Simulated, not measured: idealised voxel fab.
Process module under the name voxel ribs on slabs
The width of the displayed cross-section, cut, is 190 nm; its cells are square, with a size of 5 nm.
How to read a cross-section here: the picture is a grid of square cells, written as bands going from the top down, and any band can span one or more rows of cells.
Basically the band line says how high the top is and how high the bottom is, in nm, and then what's in it from left to right, every material with its width in nm. Empty space shows up as "empty", and if a single material carries "everywhere" it runs the full band edge to edge.
Heights are reckoned from 0. Under this level, the received wafer is all of one material. The bottommost band is open-ended downward, for example "0 down".
Graded width ("30 to 40"): value in top row of band = first number; value in bottom row = second number; row-to-row change constant.
Given "all unchanged" for a step, no cell of the cross-section differs between before and after that step.
The entry titled "Sealed void list" provides the empty spaces that have no open way to the top, restricted to those of 8 cells or more. Each is presented as width x height at distance, the distance being measured from the left edge, with all three in nm.
Whatever follows a step's settings on its line is a remark the simulator itself makes about that step.
overlay nm, on a step with a mask: how far to the right of its planned place the mask lay; to the left if negative

# Listed below are the process steps as planned
1,RECEIVE,material Si
2,DIRECTIONAL_DEP,material SiO2,thk nm 25
3,DIRECTIONAL_DEP,material SiN,thk nm 15
4,PATTERN,tone cover,mask id RIB,material resist,width nm 30,thk nm 20,overlay nm 0
5,DIRECTIONAL_ETCH,etch materials SiN,depth nm 5
6,STRIP,etch materials resist
7,MASKED_ETCH,tone cover,mask id SLAB,width nm 80,etch materials SiN,depth nm 10,overlay nm 0
8,FILL_DEP,material SiO2,thk nm 20
9,CMP,height nm 50
10,DIRECTIONAL_DEP,material TiN,thk nm 10
11,PATTERN,tone cover,mask id HEATER,material resist,width nm 40,thk nm 20,overlay nm 0
12,DIRECTIONAL_ETCH,etch materials TiN,depth nm 10
13,STRIP,etch materials resist
14,CONFORMAL_DEP,material SiN,thk nm 5

# So this is the incoming wafer in cross-section - it's already been through step 1
	0 down  Si everywhere
	Sealed void list: none

# One mistake in running the module, otherwise start and plan as above: cross-section at the end
	65 to 60  empty 70 nm, then SiN 50 nm, then empty 70 nm
	60 to 55  empty 70 nm, then SiN 5 nm, then TiN 40 nm, then SiN 5 nm, then empty 70 nm
	55 to 50  SiN 75 nm, then TiN 40 nm, then SiN 75 nm
	50 to 40  SiO2 55 nm, then SiN 80 nm, then SiO2 55 nm
	40 to 25  SiN everywhere
	25 to 0  SiO2 everywhere
	0 down  Si everywhere
	Sealed void list: none
Where did the run depart from the plan? in the plan, step 3 was performed twice
